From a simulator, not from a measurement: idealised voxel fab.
process module | voxel ribs on slabs
cross-section cut | 205 nm wide | cells 5 nm
A cross-section is a grid of square cells, given in bands from the top down. A band is one or more rows of cells.
Each band's line starts with the height of the band's top and of its bottom, in nm. Then come its materials from left to right, each with its width in nm. One material with "throughout" fills the band from edge to edge. "air" is empty space.
Height 0 is the level under which the wafer as received is all one material. The lowest band goes on downwards, as in "0 down".
A width such as "30 to 40" changes by the same amount from each row of cells to the next, from the band's top row to its bottom row.
"no change" after a step means that no cell of the cross-section changed.
closed voids: empty space of 8 cells or more with no open way to the top, each as width x height at its distance from the left edge, in nm
after a step's settings: what the simulator itself notes on the step
overlay nm, on a step with a mask: how far to the right of its planned place the mask lay; to the left if negative
plan
1 op RECEIVE | material Si
2 op DIRECTIONAL_DEP | material SiO2 | thk nm 25
3 op DIRECTIONAL_DEP | material polySi | thk nm 15
4 op DIRECTIONAL_DEP | material aC | thk nm 15
5 op PATTERN | tone cover | mask id RIB | material resist | width nm 25 | thk nm 35 | overlay nm 0
6 op DIRECTIONAL_ETCH | etch materials aC | depth nm 15
7 op STRIP | etch materials resist
8 op DIRECTIONAL_ETCH | etch materials polySi | depth nm 5
9 op STRIP | etch materials aC
10 op DIRECTIONAL_DEP | material aC | thk nm 15
11 op PATTERN | tone cover | mask id SLAB | material resist | width nm 85 | thk nm 30 | overlay nm 0
12 op DIRECTIONAL_ETCH | etch materials aC | depth nm 15
13 op STRIP | etch materials resist
14 op DIRECTIONAL_ETCH | etch materials polySi | depth nm 10
15 op STRIP | etch materials aC
16 op FILL_DEP | material SiO2 | thk nm 15
17 op CMP | height nm 50
18 op DIRECTIONAL_DEP | material TiN | thk nm 10
19 op DIRECTIONAL_DEP | material aC | thk nm 15
20 op PATTERN | tone cover | mask id HEATER | material resist | width nm 35 | thk nm 35 | overlay nm 0
21 op DIRECTIONAL_ETCH | etch materials aC | depth nm 15
22 op STRIP | etch materials resist
23 op DIRECTIONAL_ETCH | etch materials TiN | depth nm 10
24 op STRIP | etch materials aC
25 op CONFORMAL_DEP | material SiN | thk nm 10
first wafer, as planned
as received, after step 1
  0 down: Si throughout
  closed voids: none
after step 2
  25 to 0: SiO2 throughout
  below 0: unchanged
after step 3
  40 to 25: polySi throughout
  below 25: unchanged
after step 4
  55 to 40: aC throughout
  below 40: unchanged
after step 5
  90 to 55: air 90 | resist 25 | air 90
  below 55: unchanged
after step 6
  75 to 55: air 90 | resist 25 | air 90
  55 to 40: air 90 | aC 25 | air 90
  below 40: unchanged
after step 7
  55 to 40: air 90 | aC 25 | air 90
  below 40: unchanged
after step 8
  55 to 40: air 90 | aC 25 | air 90
  40 to 35: air 90 | polySi 25 | air 90
  below 35: unchanged
after step 9
  40 to 35: air 90 | polySi 25 | air 90
  below 35: unchanged
after step 10
  55 to 50: air 90 | aC 25 | air 90
  50 to 40: aC throughout
  40 to 35: aC 90 | polySi 25 | aC 90
  below 35: unchanged
after step 11
  85 to 55: air 60 | resist 85 | air 60
  55 to 50: air 60 | resist 30 | aC 25 | resist 30 | air 60
  below 50: unchanged
after step 12
  70 to 55: air 60 | resist 85 | air 60
  55 to 50: air 60 | resist 30 | aC 25 | resist 30 | air 60
  50 to 40: air 60 | aC 85 | air 60
  40 to 35: air 60 | aC 30 | polySi 25 | aC 30 | air 60
  below 35: unchanged
after step 13
  55 to 50: air 90 | aC 25 | air 90
  below 50: unchanged
after step 14
  55 to 50: air 90 | aC 25 | air 90
  50 to 40: air 60 | aC 85 | air 60
  40 to 35: air 60 | aC 30 | polySi 25 | aC 30 | air 60
  35 to 25: air 60 | polySi 85 | air 60
  below 25: unchanged
after step 15
  40 to 35: air 90 | polySi 25 | air 90
  below 35: unchanged
after step 16
  55 to 40: SiO2 throughout
  40 to 35: SiO2 90 | polySi 25 | SiO2 90
  35 to 25: SiO2 60 | polySi 85 | SiO2 60
  below 25: unchanged
after step 17
  50 to 40: SiO2 throughout
  below 40: unchanged
after step 18
  60 to 50: TiN throughout
  below 50: unchanged
after step 19
  75 to 60: aC throughout
  below 60: unchanged
after step 20
  110 to 75: air 85 | resist 35 | air 85
  below 75: unchanged
after step 21
  95 to 75: air 85 | resist 35 | air 85
  75 to 60: air 85 | aC 35 | air 85
  below 60: unchanged
after step 22
  75 to 60: air 85 | aC 35 | air 85
  below 60: unchanged
after step 23
  75 to 60: air 85 | aC 35 | air 85
  60 to 50: air 85 | TiN 35 | air 85
  below 50: unchanged
after step 24
  60 to 50: air 85 | TiN 35 | air 85
  below 50: unchanged
after step 25
  70 to 60: air 75 | SiN 55 | air 75
  60 to 50: SiN 85 | TiN 35 | SiN 85
  below 50: unchanged
second wafer: like start, like plan, one mistake. Through step 23 it matches the first wafer
when step 24 should have ended
  60 to 50: air 85 | TiN 35 | air 85
  below 50: unchanged
when step 25 should have ended
  70 to 60: air 75 | SiN 55 | air 75
  60 to 50: SiN 85 | TiN 35 | SiN 85
  below 50: unchanged
what went wrong: step 24 was run twice
at the end the two cross-sections are the same: no effect in what this model computes
